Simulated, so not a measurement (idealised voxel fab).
Process module heading - voxel wiring stack
The cross-section on display is named cut; it measures 195 nm wide, and its cells are 5 nm squares.
Format of a cross-section: grid, square cells. Given as bands. Order: top down. Band: one or more rows of cells.
Top height, bottom height, nm. Materials left to right, width each, nm. Single material + "edge to edge" = fills band edge to edge. "blank" = empty.
Measure heights from 0. That's the level where, below it, the as-received wafer is all one material. The lowest band is bottomless and extends downward; write it as in "from 0 down".
The notation "30->40" denotes a width that varies across the rows of cells in the band, beginning at the first number in the top row, finishing at the second number in the bottom row, and changing by an identical amount from each row to the next.
Where the words "nothing altered" appear for a step, the cross-section shows no cell changed by that step; every cell remained as before.
Each empty space that has no open way to the top and spans at least 8 cells appears under "Closed void inventory" as width x height at distance, the distance counted from the left edge, all in nm.
On each step's line, the part that comes after the settings is the simulator's own comment on the step.
overlay nm: right-of-plan distance of the mask on a masked step; negative values mean left-of-plan.
## Intended process steps
1. RECEIVE (material Si)
2. CONFORMAL_DEP (material SiO2; thk nm 10)
3. DIRECTIONAL_DEP (material TiN; thk nm 5)
4. DIRECTIONAL_DEP (material W; thk nm 20)
5. MASKED_ETCH (tone cover; mask id METAL_1; width nm 25; pitch nm 40; etch materials W; depth nm 20; overlay nm 0)
6. MASKED_ETCH (tone cover; mask id METAL_1; width nm 25; pitch nm 40; etch materials TiN; depth nm 5; overlay nm 0)
7. CONFORMAL_DEP (material SiN; thk nm 5)
8. FILL_DEP (material lowk; thk nm 5)
9. CMP (height nm 35)
10. CONFORMAL_DEP (material SiCN; thk nm 5)
11. DIRECTIONAL_DEP (material lowk; thk nm 15)
12. MASKED_ETCH (tone open; mask id PLUG_1; width nm 15; pitch nm 40; etch materials lowk; depth nm 15; overlay nm 0)
13. MASKED_ETCH (tone open; mask id PLUG_1; width nm 15; pitch nm 40; etch materials SiCN; depth nm 5; overlay nm 0)
14. EPI (material Ru; thk nm 10)
15. EPI (material Ru; thk nm 10)
16. CONFORMAL_DEP (material SiCN; thk nm 5)
17. DIRECTIONAL_DEP (material SiO2; thk nm 20)
18. PATTERN (tone open; mask id METAL_2; material resist; width nm 25; pitch nm 40; thk nm 20; overlay nm 0)
19. DIRECTIONAL_ETCH (etch materials SiO2; depth nm 20)
20. DIRECTIONAL_ETCH (etch materials SiCN; depth nm 5)
21. STRIP (etch materials resist)
22. CONFORMAL_DEP (material TiN; thk nm 5)
23. FILL_DEP (material Ru; thk nm 5)
24. CMP (height nm 80)
25. CONFORMAL_DEP (material SiCN; thk nm 5)
## Cross-section, incoming material, after step 1
- from 0 down | Si edge to edge
- Closed void inventory: none
## Module complete, cross-section. Starting point and plan per above. One mistake made in running the module
- from 85 to 80 | SiCN edge to edge
- from 80 to 60 | 25 SiO2  5 TiN  15 Ru  5 TiN  15 SiO2  5 TiN  15 Ru  5 TiN  15 SiO2  5 TiN  15 Ru  5 TiN  15 SiO2  5 TiN  15 Ru  5 TiN  25 SiO2
- from 60 to 55 | 25 SiCN  25 TiN  15 SiCN  25 TiN  15 SiCN  25 TiN  15 SiCN  25 TiN  25 SiCN
- from 55 to 40 | 25 lowk  15 Ru  25 lowk  15 Ru  25 lowk  15 Ru  25 lowk  15 Ru  35 lowk
- from 40 to 35 | 25 SiCN  15 Ru  25 SiCN  15 Ru  25 SiCN  15 Ru  25 SiCN  15 Ru  35 SiCN
- from 35 to 20 | 20 lowk  5 SiN  25 W  5 SiN  5 lowk  5 SiN  25 W  5 SiN  5 lowk  5 SiN  25 W  5 SiN  5 lowk  5 SiN  25 W  5 SiN  20 lowk
- from 20 to 15 | 25 SiN  25 W  15 SiN  25 W  15 SiN  25 W  15 SiN  25 W  25 SiN
- from 15 to 10 | SiCN edge to edge
- from 10 to 0 | SiO2 edge to edge
- from 0 down | Si edge to edge
- Closed void inventory: none
Here's what went sideways: step 3: run off-plan, actual operation and settings DIRECTIONAL_DEP (material SiCN; thk nm 5)
